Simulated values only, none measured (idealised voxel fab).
Proc. module: voxel transistor to metal
The width of the displayed cross-section, cut, is 275 nm; its cells are square, with a size of 5 nm.
How to read a cross-section here: the picture is a grid of square cells, written as bands going from the top down, and any band can span one or more rows of cells.
Heights first: top, then bottom, in nm. Then materials, left to right, each with a width in nm. "everywhere" on a single material: fills the band edge to edge. "air": empty space.
Height reference: 0 = level under which incoming wafer is all one material. Lowest band: no bottom, runs on downward, e.g. "0 and below".
Read "30 to 40" as a graded width: first number on top, second number at the bottom, same change between each pair of neighbouring rows.
"changes: none" for a step: no cell of the cross-section changed in that step.
"Closed void roster" specifies each empty space that is not open to the top and that occupies no fewer than 8 cells, using the form width x height at distance, the distance measured from the left edge and all three quantities in nm.
Formally, on a step line, whatever follows the settings is a remark that the simulator itself makes on the step.
When a step includes a mask, the "overlay nm" setting on its line states how far to the right of its planned place that mask lay, and negative values state how far to the left.

# These are the steps we planned for the process
1 RECEIVE, material Si
2 CONFORMAL_DEP, material SiO2, thk nm 5
3 CONFORMAL_DEP, material SiN, thk nm 10
4 DIRECTIONAL_DEP, material aC, thk nm 10
5 PATTERN, tone cover, mask id ACTIVE, material resist, width nm 105, pitch nm 125, thk nm 30, overlay nm 0
6 DIRECTIONAL_ETCH, etch materials aC, depth nm 10
7 STRIP, etch materials resist
8 DIRECTIONAL_ETCH, etch materials SiN, depth nm 10
9 DIRECTIONAL_ETCH, etch materials SiO2, depth nm 5
10 DIRECTIONAL_ETCH, etch materials Si, depth nm 20
11 STRIP, etch materials aC
12 OXIDIZE, depth nm 5
13 FILL_DEP, material SiO2, thk nm 15
14 CMP, height nm 15
15 SELECTIVE_ETCH, etch materials SiO2, depth nm 10
16 STRIP, etch materials SiN
17 SELECTIVE_ETCH, etch materials SiO2, depth nm 5
18 OXIDIZE, depth nm 5
19 DIRECTIONAL_DEP, material polySi, thk nm 25
20 DIRECTIONAL_DEP, material SiCN, thk nm 15
21 PATTERN, tone cover, mask id GATE, material resist, width nm 25, pitch nm 125, thk nm 15, overlay nm 0
22 DIRECTIONAL_ETCH, etch materials SiCN, depth nm 25
23 DIRECTIONAL_ETCH, etch materials polySi, depth nm 35
24 STRIP, etch materials resist
25 CONFORMAL_DEP, material SiO2, thk nm 5
26 DIRECTIONAL_ETCH, etch materials SiO2, depth nm 5
27 CONFORMAL_DEP, material SiN, thk nm 10
28 DIRECTIONAL_ETCH, etch materials SiN, depth nm 10
29 DIRECTIONAL_ETCH, etch materials SiO2, depth nm 5
30 EPI, material SiGe, thk nm 5
31 FILL_DEP, material SiO2, thk nm 10
32 CMP, height nm 25
33 STRIP, etch materials polySi
34 SELECTIVE_ETCH, etch materials SiO2, depth nm 5
35 CONFORMAL_DEP, material HfO2, thk nm 5
36 CONFORMAL_DEP, material TiN, thk nm 5
37 FILL_DEP, material W, thk nm 5
38 CMP, height nm 20
39 DIRECTIONAL_DEP, material SiO2, thk nm 10
40 MASKED_ETCH, tone open, mask id CONTACT, width nm 15, etch materials SiO2, depth nm 30, overlay nm 0
41 CONFORMAL_DEP, material TiN, thk nm 5
42 FILL_DEP, material Ru, thk nm 5
43 CMP, height nm 30
44 DIRECTIONAL_DEP, material TiN, thk nm 5
45 DIRECTIONAL_DEP, material Ru, thk nm 25
46 PATTERN, tone cover, mask id METAL_1, material resist, width nm 15, thk nm 20, overlay nm 0
47 DIRECTIONAL_ETCH, etch materials Ru, depth nm 25
48 DIRECTIONAL_ETCH, etch materials TiN, depth nm 5
49 STRIP, etch materials resist
50 FILL_DEP, material lowk, thk nm 5
51 CMP, height nm 60
52 CONFORMAL_DEP, material SiN, thk nm 5

# First of two wafers: run as planned

# Delivered wafer in cross-section: state after step 1
0 and below | Si everywhere
Closed void roster: none

# After step 2, in cross-section
5 down to 0 | SiO2 everywhere
Below 0, no change.

# After step 3, in cross-section
15 down to 5 | SiN everywhere
Below 5, no change.

# After step 4, in cross-section
25 down to 15 | aC everywhere
Below 15, no change.

# After step 5, in cross-section
55 down to 25 | 20 of air, 105 of resist, 20 of air, 105 of resist, 25 of air
Below 25, no change.

# After step 6, in cross-section
45 down to 25 | 20 of air, 105 of resist, 20 of air, 105 of resist, 25 of air
25 down to 15 | 20 of air, 105 of aC, 20 of air, 105 of aC, 25 of air
Below 15, no change.

# After step 7, in cross-section
25 down to 15 | 20 of air, 105 of aC, 20 of air, 105 of aC, 25 of air
Below 15, no change.

# After step 8, in cross-section
25 down to 15 | 20 of air, 105 of aC, 20 of air, 105 of aC, 25 of air
15 down to 5 | 20 of air, 105 of SiN, 20 of air, 105 of SiN, 25 of air
Below 5, no change.

# After step 9, in cross-section
25 down to 15 | 20 of air, 105 of aC, 20 of air, 105 of aC, 25 of air
15 down to 5 | 20 of air, 105 of SiN, 20 of air, 105 of SiN, 25 of air
5 down to 0 | 20 of air, 105 of SiO2, 20 of air, 105 of SiO2, 25 of air
Below 0, no change.

# After step 10, in cross-section
25 down to 15 | 20 of air, 105 of aC, 20 of air, 105 of aC, 25 of air
15 down to 5 | 20 of air, 105 of SiN, 20 of air, 105 of SiN, 25 of air
5 down to 0 | 20 of air, 105 of SiO2, 20 of air, 105 of SiO2, 25 of air
0 down to -20 | 20 of air, 105 of Si, 20 of air, 105 of Si, 25 of air
Below -20, no change.

# After step 11, in cross-section
15 down to 5 | 20 of air, 105 of SiN, 20 of air, 105 of SiN, 25 of air
Below 5, no change.

# After step 12, in cross-section
15 down to 5 | 20 of air, 105 of SiN, 20 of air, 105 of SiN, 25 of air
5 down to 0 | 20 of air, 105 of SiO2, 20 of air, 105 of SiO2, 25 of air
0 down to -20 | 20 of air, 5 of SiO2, 95 of Si, 5 of SiO2, 20 of air, 5 of SiO2, 95 of Si, 5 of SiO2, 25 of air
-20 down to -25 | 25 of SiO2, 95 of Si, 30 of SiO2, 95 of Si, 30 of SiO2
Below -25, no change.

# After step 13, in cross-section
30 down to 15 | SiO2 everywhere
15 down to 5 | 20 of SiO2, 105 of SiN, 20 of SiO2, 105 of SiN, 25 of SiO2
5 down to 0 | SiO2 everywhere
0 down to -25 | 25 of SiO2, 95 of Si, 30 of SiO2, 95 of Si, 30 of SiO2
Below -25, no change.

# After step 14, in cross-section
15 down to 5 | 20 of SiO2, 105 of SiN, 20 of SiO2, 105 of SiN, 25 of SiO2
Below 5, no change.

# After step 15, in cross-section
15 down to 5 | 20 of air, 105 of SiN, 20 of air, 105 of SiN, 25 of air
Below 5, no change.

# After step 16, in cross-section
5 down to 0 | SiO2 everywhere
Below 0, no change.

# After step 17, in cross-section
0 down to -25 | 25 of SiO2, 95 of Si, 30 of SiO2, 95 of Si, 30 of SiO2
Below -25, no change.

# After step 18, in cross-section
0 down to -5 | SiO2 everywhere
Below -5, no change.

# After step 19, in cross-section
25 down to 0 | polySi everywhere
Below 0, no change.

# After step 20, in cross-section
40 down to 25 | SiCN everywhere
Below 25, no change.

# After step 21, in cross-section
55 down to 40 | 60 of air, 25 of resist, 100 of air, 25 of resist, 65 of air
Below 40, no change.

# After step 22, in cross-section
55 down to 40 | 60 of air, 25 of resist, 100 of air, 25 of resist, 65 of air
40 down to 25 | 60 of air, 25 of SiCN, 100 of air, 25 of SiCN, 65 of air
Below 25, no change.

# After step 23, in cross-section
55 down to 40 | 60 of air, 25 of resist, 100 of air, 25 of resist, 65 of air
40 down to 25 | 60 of air, 25 of SiCN, 100 of air, 25 of SiCN, 65 of air
25 down to 0 | 60 of air, 25 of polySi, 100 of air, 25 of polySi, 65 of air
Below 0, no change.

# After step 24, in cross-section
40 down to 25 | 60 of air, 25 of SiCN, 100 of air, 25 of SiCN, 65 of air
Below 25, no change.

# After step 25, in cross-section
45 down to 40 | 55 of air, 35 of SiO2, 90 of air, 35 of SiO2, 60 of air
40 down to 25 | 55 of air, 5 of SiO2, 25 of SiCN, 5 of SiO2, 90 of air, 5 of SiO2, 25 of SiCN, 5 of SiO2, 60 of air
25 down to 5 | 55 of air, 5 of SiO2, 25 of polySi, 5 of SiO2, 90 of air, 5 of SiO2, 25 of polySi, 5 of SiO2, 60 of air
5 down to 0 | 60 of SiO2, 25 of polySi, 100 of SiO2, 25 of polySi, 65 of SiO2
Below 0, no change.

# After step 26, in cross-section
40 down to 25 | 55 of air, 5 of SiO2, 25 of SiCN, 5 of SiO2, 90 of air, 5 of SiO2, 25 of SiCN, 5 of SiO2, 60 of air
25 down to 0 | 55 of air, 5 of SiO2, 25 of polySi, 5 of SiO2, 90 of air, 5 of SiO2, 25 of polySi, 5 of SiO2, 60 of air
Below 0, no change.

# After step 27, in cross-section
50 down to 40 | 45 of air, 55 of SiN, 70 of air, 55 of SiN, 50 of air
40 down to 25 | 45 of air, 10 of SiN, 5 of SiO2, 25 of SiCN, 5 of SiO2, 10 of SiN, 70 of air, 10 of SiN, 5 of SiO2, 25 of SiCN, 5 of SiO2, 10 of SiN, 50 of air
25 down to 10 | 45 of air, 10 of SiN, 5 of SiO2, 25 of polySi, 5 of SiO2, 10 of SiN, 70 of air, 10 of SiN, 5 of SiO2, 25 of polySi, 5 of SiO2, 10 of SiN, 50 of air
10 down to 0 | 55 of SiN, 5 of SiO2, 25 of polySi, 5 of SiO2, 90 of SiN, 5 of SiO2, 25 of polySi, 5 of SiO2, 60 of SiN
Below 0, no change.

# After step 28, in cross-section
40 down to 25 | 45 of air, 10 of SiN, 5 of SiO2, 25 of SiCN, 5 of SiO2, 10 of SiN, 70 of air, 10 of SiN, 5 of SiO2, 25 of SiCN, 5 of SiO2, 10 of SiN, 50 of air
25 down to 0 | 45 of air, 10 of SiN, 5 of SiO2, 25 of polySi, 5 of SiO2, 10 of SiN, 70 of air, 10 of SiN, 5 of SiO2, 25 of polySi, 5 of SiO2, 10 of SiN, 50 of air
Below 0, no change.

# After step 29, in cross-section
40 down to 35 | 45 of air, 10 of SiN, 5 of air, 25 of SiCN, 5 of air, 10 of SiN, 70 of air, 10 of SiN, 5 of air, 25 of SiCN, 5 of air, 10 of SiN, 50 of air
35 down to 25 | 45 of air, 10 of SiN, 5 of SiO2, 25 of SiCN, 5 of SiO2, 10 of SiN, 70 of air, 10 of SiN, 5 of SiO2, 25 of SiCN, 5 of SiO2, 10 of SiN, 50 of air
25 down to 0 | 45 of air, 10 of SiN, 5 of SiO2, 25 of polySi, 5 of SiO2, 10 of SiN, 70 of air, 10 of SiN, 5 of SiO2, 25 of polySi, 5 of SiO2, 10 of SiN, 50 of air
0 down to -5 | 45 of air, 55 of SiO2, 70 of air, 55 of SiO2, 50 of air
Below -5, no change.

# After step 30, in cross-section
40 down to 35 | 45 of air, 10 of SiN, 5 of air, 25 of SiCN, 5 of air, 10 of SiN, 70 of air, 10 of SiN, 5 of air, 25 of SiCN, 5 of air, 10 of SiN, 50 of air
35 down to 25 | 45 of air, 10 of SiN, 5 of SiO2, 25 of SiCN, 5 of SiO2, 10 of SiN, 70 of air, 10 of SiN, 5 of SiO2, 25 of SiCN, 5 of SiO2, 10 of SiN, 50 of air
25 down to 0 | 45 of air, 10 of SiN, 5 of SiO2, 25 of polySi, 5 of SiO2, 10 of SiN, 70 of air, 10 of SiN, 5 of SiO2, 25 of polySi, 5 of SiO2, 10 of SiN, 50 of air
0 down to -5 | 20 of air, 25 of SiGe, 55 of SiO2, 25 of SiGe, 20 of air, 25 of SiGe, 55 of SiO2, 25 of SiGe, 25 of air
Below -5, no change.

# After step 31, in cross-section
50 down to 40 | SiO2 everywhere
40 down to 25 | 45 of SiO2, 10 of SiN, 5 of SiO2, 25 of SiCN, 5 of SiO2, 10 of SiN, 70 of SiO2, 10 of SiN, 5 of SiO2, 25 of SiCN, 5 of SiO2, 10 of SiN, 50 of SiO2
25 down to 0 | 45 of SiO2, 10 of SiN, 5 of SiO2, 25 of polySi, 5 of SiO2, 10 of SiN, 70 of SiO2, 10 of SiN, 5 of SiO2, 25 of polySi, 5 of SiO2, 10 of SiN, 50 of SiO2
0 down to -5 | 20 of SiO2, 25 of SiGe, 55 of SiO2, 25 of SiGe, 20 of SiO2, 25 of SiGe, 55 of SiO2, 25 of SiGe, 25 of SiO2
Below -5, no change.

# After step 32, in cross-section
25 down to 0 | 45 of SiO2, 10 of SiN, 5 of SiO2, 25 of polySi, 5 of SiO2, 10 of SiN, 70 of SiO2, 10 of SiN, 5 of SiO2, 25 of polySi, 5 of SiO2, 10 of SiN, 50 of SiO2
Below 0, no change.

# After step 33, in cross-section
25 down to 0 | 45 of SiO2, 10 of SiN, 5 of SiO2, 25 of air, 5 of SiO2, 10 of SiN, 70 of SiO2, 10 of SiN, 5 of SiO2, 25 of air, 5 of SiO2, 10 of SiN, 50 of SiO2
Below 0, no change.

# After step 34, in cross-section
25 down to 20 | 45 of air, 10 of SiN, 35 of air, 10 of SiN, 70 of air, 10 of SiN, 35 of air, 10 of SiN, 50 of air
20 down to 0 | 45 of SiO2, 10 of SiN, 35 of air, 10 of SiN, 70 of SiO2, 10 of SiN, 35 of air, 10 of SiN, 50 of SiO2
0 down to -5 | 20 of SiO2, 25 of SiGe, 10 of SiO2, 35 of air, 10 of SiO2, 25 of SiGe, 20 of SiO2, 25 of SiGe, 10 of SiO2, 35 of air, 10 of SiO2, 25 of SiGe, 25 of SiO2
Below -5, no change.

# After step 35, in cross-section
30 down to 25 | 40 of air, 20 of HfO2, 25 of air, 20 of HfO2, 60 of air, 20 of HfO2, 25 of air, 20 of HfO2, 45 of air
25 down to 20 | 45 of HfO2, 10 of SiN, 5 of HfO2, 25 of air, 5 of HfO2, 10 of SiN, 70 of HfO2, 10 of SiN, 5 of HfO2, 25 of air, 5 of HfO2, 10 of SiN, 50 of HfO2
20 down to 0 | 45 of SiO2, 10 of SiN, 5 of HfO2, 25 of air, 5 of HfO2, 10 of SiN, 70 of SiO2, 10 of SiN, 5 of HfO2, 25 of air, 5 of HfO2, 10 of SiN, 50 of SiO2
0 down to -5 | 20 of SiO2, 25 of SiGe, 10 of SiO2, 35 of HfO2, 10 of SiO2, 25 of SiGe, 20 of SiO2, 25 of SiGe, 10 of SiO2, 35 of HfO2, 10 of SiO2, 25 of SiGe, 25 of SiO2
Below -5, no change.

# After step 36, in cross-section
35 down to 30 | 35 of air, 30 of TiN, 15 of air, 30 of TiN, 50 of air, 30 of TiN, 15 of air, 30 of TiN, 40 of air
30 down to 25 | 40 of TiN, 20 of HfO2, 5 of TiN, 15 of air, 5 of TiN, 20 of HfO2, 60 of TiN, 20 of HfO2, 5 of TiN, 15 of air, 5 of TiN, 20 of HfO2, 45 of TiN
25 down to 20 | 45 of HfO2, 10 of SiN, 5 of HfO2, 5 of TiN, 15 of air, 5 of TiN, 5 of HfO2, 10 of SiN, 70 of HfO2, 10 of SiN, 5 of HfO2, 5 of TiN, 15 of air, 5 of TiN, 5 of HfO2, 10 of SiN, 50 of HfO2
20 down to 5 | 45 of SiO2, 10 of SiN, 5 of HfO2, 5 of TiN, 15 of air, 5 of TiN, 5 of HfO2, 10 of SiN, 70 of SiO2, 10 of SiN, 5 of HfO2, 5 of TiN, 15 of air, 5 of TiN, 5 of HfO2, 10 of SiN, 50 of SiO2
5 down to 0 | 45 of SiO2, 10 of SiN, 5 of HfO2, 25 of TiN, 5 of HfO2, 10 of SiN, 70 of SiO2, 10 of SiN, 5 of HfO2, 25 of TiN, 5 of HfO2, 10 of SiN, 50 of SiO2
Below 0, no change.

# After step 37, in cross-section
40 down to 35 | W everywhere
35 down to 30 | 35 of W, 30 of TiN, 15 of W, 30 of TiN, 50 of W, 30 of TiN, 15 of W, 30 of TiN, 40 of W
30 down to 25 | 40 of TiN, 20 of HfO2, 5 of TiN, 15 of W, 5 of TiN, 20 of HfO2, 60 of TiN, 20 of HfO2, 5 of TiN, 15 of W, 5 of TiN, 20 of HfO2, 45 of TiN
25 down to 20 | 45 of HfO2, 10 of SiN, 5 of HfO2, 5 of TiN, 15 of W, 5 of TiN, 5 of HfO2, 10 of SiN, 70 of HfO2, 10 of SiN, 5 of HfO2, 5 of TiN, 15 of W, 5 of TiN, 5 of HfO2, 10 of SiN, 50 of HfO2
20 down to 5 | 45 of SiO2, 10 of SiN, 5 of HfO2, 5 of TiN, 15 of W, 5 of TiN, 5 of HfO2, 10 of SiN, 70 of SiO2, 10 of SiN, 5 of HfO2, 5 of TiN, 15 of W, 5 of TiN, 5 of HfO2, 10 of SiN, 50 of SiO2
Below 5, no change.

# After step 38, in cross-section
20 down to 5 | 45 of SiO2, 10 of SiN, 5 of HfO2, 5 of TiN, 15 of W, 5 of TiN, 5 of HfO2, 10 of SiN, 70 of SiO2, 10 of SiN, 5 of HfO2, 5 of TiN, 15 of W, 5 of TiN, 5 of HfO2, 10 of SiN, 50 of SiO2
Below 5, no change.

# After step 39, in cross-section
30 down to 20 | SiO2 everywhere
Below 20, no change.

# After step 40, in cross-section
30 down to 20 | 25 of SiO2, 15 of air, 65 of SiO2, 15 of air, 30 of SiO2, 15 of air, 65 of SiO2, 15 of air, 30 of SiO2
20 down to 5 | 25 of SiO2, 15 of air, 5 of SiO2, 10 of SiN, 5 of HfO2, 5 of TiN, 15 of W, 5 of TiN, 5 of HfO2, 10 of SiN, 5 of SiO2, 15 of air, 30 of SiO2, 15 of air, 5 of SiO2, 10 of SiN, 5 of HfO2, 5 of TiN, 15 of W, 5 of TiN, 5 of HfO2, 10 of SiN, 5 of SiO2, 15 of air, 30 of SiO2
5 down to 0 | 25 of SiO2, 15 of air, 5 of SiO2, 10 of SiN, 5 of HfO2, 25 of TiN, 5 of HfO2, 10 of SiN, 5 of SiO2, 15 of air, 30 of SiO2, 15 of air, 5 of SiO2, 10 of SiN, 5 of HfO2, 25 of TiN, 5 of HfO2, 10 of SiN, 5 of SiO2, 15 of air, 30 of SiO2
Below 0, no change.

# After step 41, in cross-section
35 down to 30 | 30 of TiN, 5 of air, 75 of TiN, 5 of air, 40 of TiN, 5 of air, 75 of TiN, 5 of air, 35 of TiN
30 down to 20 | 25 of SiO2, 5 of TiN, 5 of air, 5 of TiN, 65 of SiO2, 5 of TiN, 5 of air, 5 of TiN, 30 of SiO2, 5 of TiN, 5 of air, 5 of TiN, 65 of SiO2, 5 of TiN, 5 of air, 5 of TiN, 30 of SiO2
20 down to 5 | 25 of SiO2, 5 of TiN, 5 of air, 5 of TiN, 5 of SiO2, 10 of SiN, 5 of HfO2, 5 of TiN, 15 of W, 5 of TiN, 5 of HfO2, 10 of SiN, 5 of SiO2, 5 of TiN, 5 of air, 5 of TiN, 30 of SiO2, 5 of TiN, 5 of air, 5 of TiN, 5 of SiO2, 10 of SiN, 5 of HfO2, 5 of TiN, 15 of W, 5 of TiN, 5 of HfO2, 10 of SiN, 5 of SiO2, 5 of TiN, 5 of air, 5 of TiN, 30 of SiO2
5 down to 0 | 25 of SiO2, 15 of TiN, 5 of SiO2, 10 of SiN, 5 of HfO2, 25 of TiN, 5 of HfO2, 10 of SiN, 5 of SiO2, 15 of TiN, 30 of SiO2, 15 of TiN, 5 of SiO2, 10 of SiN, 5 of HfO2, 25 of TiN, 5 of HfO2, 10 of SiN, 5 of SiO2, 15 of TiN, 30 of SiO2
Below 0, no change.

# After step 42, in cross-section
40 down to 35 | Ru everywhere
35 down to 30 | 30 of TiN, 5 of Ru, 75 of TiN, 5 of Ru, 40 of TiN, 5 of Ru, 75 of TiN, 5 of Ru, 35 of TiN
30 down to 20 | 25 of SiO2, 5 of TiN, 5 of Ru, 5 of TiN, 65 of SiO2, 5 of TiN, 5 of Ru, 5 of TiN, 30 of SiO2, 5 of TiN, 5 of Ru, 5 of TiN, 65 of SiO2, 5 of TiN, 5 of Ru, 5 of TiN, 30 of SiO2
20 down to 5 | 25 of SiO2, 5 of TiN, 5 of Ru, 5 of TiN, 5 of SiO2, 10 of SiN, 5 of HfO2, 5 of TiN, 15 of W, 5 of TiN, 5 of HfO2, 10 of SiN, 5 of SiO2, 5 of TiN, 5 of Ru, 5 of TiN, 30 of SiO2, 5 of TiN, 5 of Ru, 5 of TiN, 5 of SiO2, 10 of SiN, 5 of HfO2, 5 of TiN, 15 of W, 5 of TiN, 5 of HfO2, 10 of SiN, 5 of SiO2, 5 of TiN, 5 of Ru, 5 of TiN, 30 of SiO2
Below 5, no change.

# After step 43, in cross-section
30 down to 20 | 25 of SiO2, 5 of TiN, 5 of Ru, 5 of TiN, 65 of SiO2, 5 of TiN, 5 of Ru, 5 of TiN, 30 of SiO2, 5 of TiN, 5 of Ru, 5 of TiN, 65 of SiO2, 5 of TiN, 5 of Ru, 5 of TiN, 30 of SiO2
Below 20, no change.

# After step 44, in cross-section
35 down to 30 | TiN everywhere
Below 30, no change.

# After step 45, in cross-section
60 down to 35 | Ru everywhere
Below 35, no change.

# After step 46, in cross-section
80 down to 60 | 25 of air, 15 of resist, 65 of air, 15 of resist, 30 of air, 15 of resist, 65 of air, 15 of resist, 30 of air
Below 60, no change.

# After step 47, in cross-section
80 down to 60 | 25 of air, 15 of resist, 65 of air, 15 of resist, 30 of air, 15 of resist, 65 of air, 15 of resist, 30 of air
60 down to 35 | 25 of air, 15 of Ru, 65 of air, 15 of Ru, 30 of air, 15 of Ru, 65 of air, 15 of Ru, 30 of air
Below 35, no change.

# After step 48, in cross-section
80 down to 60 | 25 of air, 15 of resist, 65 of air, 15 of resist, 30 of air, 15 of resist, 65 of air, 15 of resist, 30 of air
60 down to 35 | 25 of air, 15 of Ru, 65 of air, 15 of Ru, 30 of air, 15 of Ru, 65 of air, 15 of Ru, 30 of air
35 down to 30 | 25 of air, 15 of TiN, 65 of air, 15 of TiN, 30 of air, 15 of TiN, 65 of air, 15 of TiN, 30 of air
Below 30, no change.

# After step 49, in cross-section
60 down to 35 | 25 of air, 15 of Ru, 65 of air, 15 of Ru, 30 of air, 15 of Ru, 65 of air, 15 of Ru, 30 of air
Below 35, no change.

# After step 50, in cross-section
65 down to 60 | lowk everywhere
60 down to 35 | 25 of lowk, 15 of Ru, 65 of lowk, 15 of Ru, 30 of lowk, 15 of Ru, 65 of lowk, 15 of Ru, 30 of lowk
35 down to 30 | 25 of lowk, 15 of TiN, 65 of lowk, 15 of TiN, 30 of lowk, 15 of TiN, 65 of lowk, 15 of TiN, 30 of lowk
Below 30, no change.

# After step 51, in cross-section
60 down to 35 | 25 of lowk, 15 of Ru, 65 of lowk, 15 of Ru, 30 of lowk, 15 of Ru, 65 of lowk, 15 of Ru, 30 of lowk
Below 35, no change.

# After step 52, in cross-section
65 down to 60 | SiN everywhere
Below 60, no change.

# Wafer two. Same start, same plan, one slip in execution. Same as wafer one through step 39, inclusive

# The second wafer in cross-section, at the planned close of step 40
30 down to 20 | 35 of SiO2, 15 of air, 65 of SiO2, 15 of air, 30 of SiO2, 15 of air, 65 of SiO2, 15 of air, 20 of SiO2
20 down to 5 | 35 of SiO2, 10 of air, 10 of SiN, 5 of HfO2, 5 of TiN, 15 of W, 5 of TiN, 5 of HfO2, 10 of SiN, 15 of SiO2, 15 of air, 30 of SiO2, 10 of air, 10 of SiN, 5 of HfO2, 5 of TiN, 15 of W, 5 of TiN, 5 of HfO2, 10 of SiN, 15 of SiO2, 15 of air, 20 of SiO2
5 down to 0 | 35 of SiO2, 10 of air, 10 of SiN, 5 of HfO2, 25 of TiN, 5 of HfO2, 10 of SiN, 15 of SiO2, 15 of air, 30 of SiO2, 10 of air, 10 of SiN, 5 of HfO2, 25 of TiN, 5 of HfO2, 10 of SiN, 15 of SiO2, 15 of air, 20 of SiO2
Below 0, no change.

# The second wafer in cross-section, at the planned close of step 41
35 down to 30 | 40 of TiN, 5 of air, 75 of TiN, 5 of air, 40 of TiN, 5 of air, 75 of TiN, 5 of air, 25 of TiN
30 down to 25 | 35 of SiO2, 5 of TiN, 5 of air, 5 of TiN, 65 of SiO2, 5 of TiN, 5 of air, 5 of TiN, 30 of SiO2, 5 of TiN, 5 of air, 5 of TiN, 65 of SiO2, 5 of TiN, 5 of air, 5 of TiN, 20 of SiO2
25 down to 20 | 35 of SiO2, 15 of TiN, 65 of SiO2, 5 of TiN, 5 of air, 5 of TiN, 30 of SiO2, 15 of TiN, 65 of SiO2, 5 of TiN, 5 of air, 5 of TiN, 20 of SiO2
20 down to 5 | 35 of SiO2, 10 of TiN, 10 of SiN, 5 of HfO2, 5 of TiN, 15 of W, 5 of TiN, 5 of HfO2, 10 of SiN, 15 of SiO2, 5 of TiN, 5 of air, 5 of TiN, 30 of SiO2, 10 of TiN, 10 of SiN, 5 of HfO2, 5 of TiN, 15 of W, 5 of TiN, 5 of HfO2, 10 of SiN, 15 of SiO2, 5 of TiN, 5 of air, 5 of TiN, 20 of SiO2
5 down to 0 | 35 of SiO2, 10 of TiN, 10 of SiN, 5 of HfO2, 25 of TiN, 5 of HfO2, 10 of SiN, 15 of SiO2, 15 of TiN, 30 of SiO2, 10 of TiN, 10 of SiN, 5 of HfO2, 25 of TiN, 5 of HfO2, 10 of SiN, 15 of SiO2, 15 of TiN, 20 of SiO2
Below 0, no change.

# The second wafer in cross-section, at the planned close of step 42
40 down to 35 | Ru everywhere
35 down to 30 | 40 of TiN, 5 of Ru, 75 of TiN, 5 of Ru, 40 of TiN, 5 of Ru, 75 of TiN, 5 of Ru, 25 of TiN
30 down to 25 | 35 of SiO2, 5 of TiN, 5 of Ru, 5 of TiN, 65 of SiO2, 5 of TiN, 5 of Ru, 5 of TiN, 30 of SiO2, 5 of TiN, 5 of Ru, 5 of TiN, 65 of SiO2, 5 of TiN, 5 of Ru, 5 of TiN, 20 of SiO2
25 down to 20 | 35 of SiO2, 15 of TiN, 65 of SiO2, 5 of TiN, 5 of Ru, 5 of TiN, 30 of SiO2, 15 of TiN, 65 of SiO2, 5 of TiN, 5 of Ru, 5 of TiN, 20 of SiO2
20 down to 5 | 35 of SiO2, 10 of TiN, 10 of SiN, 5 of HfO2, 5 of TiN, 15 of W, 5 of TiN, 5 of HfO2, 10 of SiN, 15 of SiO2, 5 of TiN, 5 of Ru, 5 of TiN, 30 of SiO2, 10 of TiN, 10 of SiN, 5 of HfO2, 5 of TiN, 15 of W, 5 of TiN, 5 of HfO2, 10 of SiN, 15 of SiO2, 5 of TiN, 5 of Ru, 5 of TiN, 20 of SiO2
Below 5, no change.

# The second wafer in cross-section, at the planned close of step 43
30 down to 25 | 35 of SiO2, 5 of TiN, 5 of Ru, 5 of TiN, 65 of SiO2, 5 of TiN, 5 of Ru, 5 of TiN, 30 of SiO2, 5 of TiN, 5 of Ru, 5 of TiN, 65 of SiO2, 5 of TiN, 5 of Ru, 5 of TiN, 20 of SiO2
Below 25, no change.

# The second wafer in cross-section, at the planned close of step 44
35 down to 30 | TiN everywhere
Below 30, no change.

# The second wafer in cross-section, at the planned close of step 45
60 down to 35 | Ru everywhere
Below 35, no change.

# The second wafer in cross-section, at the planned close of step 46
80 down to 60 | 25 of air, 15 of resist, 65 of air, 15 of resist, 30 of air, 15 of resist, 65 of air, 15 of resist, 30 of air
Below 60, no change.

# The second wafer in cross-section, at the planned close of step 47
80 down to 60 | 25 of air, 15 of resist, 65 of air, 15 of resist, 30 of air, 15 of resist, 65 of air, 15 of resist, 30 of air
60 down to 35 | 25 of air, 15 of Ru, 65 of air, 15 of Ru, 30 of air, 15 of Ru, 65 of air, 15 of Ru, 30 of air
Below 35, no change.

# The second wafer in cross-section, at the planned close of step 48
80 down to 60 | 25 of air, 15 of resist, 65 of air, 15 of resist, 30 of air, 15 of resist, 65 of air, 15 of resist, 30 of air
60 down to 35 | 25 of air, 15 of Ru, 65 of air, 15 of Ru, 30 of air, 15 of Ru, 65 of air, 15 of Ru, 30 of air
35 down to 30 | 25 of air, 15 of TiN, 65 of air, 15 of TiN, 30 of air, 15 of TiN, 65 of air, 15 of TiN, 30 of air
Below 30, no change.

# The second wafer in cross-section, at the planned close of step 49
60 down to 35 | 25 of air, 15 of Ru, 65 of air, 15 of Ru, 30 of air, 15 of Ru, 65 of air, 15 of Ru, 30 of air
Below 35, no change.

# The second wafer in cross-section, at the planned close of step 50
65 down to 60 | lowk everywhere
60 down to 35 | 25 of lowk, 15 of Ru, 65 of lowk, 15 of Ru, 30 of lowk, 15 of Ru, 65 of lowk, 15 of Ru, 30 of lowk
35 down to 30 | 25 of lowk, 15 of TiN, 65 of lowk, 15 of TiN, 30 of lowk, 15 of TiN, 65 of lowk, 15 of TiN, 30 of lowk
Below 30, no change.

# The second wafer in cross-section, at the planned close of step 51
60 down to 35 | 25 of lowk, 15 of Ru, 65 of lowk, 15 of Ru, 30 of lowk, 15 of Ru, 65 of lowk, 15 of Ru, 30 of lowk
Below 35, no change.

# The second wafer in cross-section, at the planned close of step 52
65 down to 60 | SiN everywhere
Below 60, no change.
Run error: step 40 went in with a setting other than planned; the actual run was MASKED_ETCH, tone open, mask id CONTACT, width nm 15, etch materials SiO2, depth nm 30, overlay nm 10
Final tally in cells, some materials are higher or lower on the second wafer than on the first: Ru: 8 fewer; SiO2: 8 more
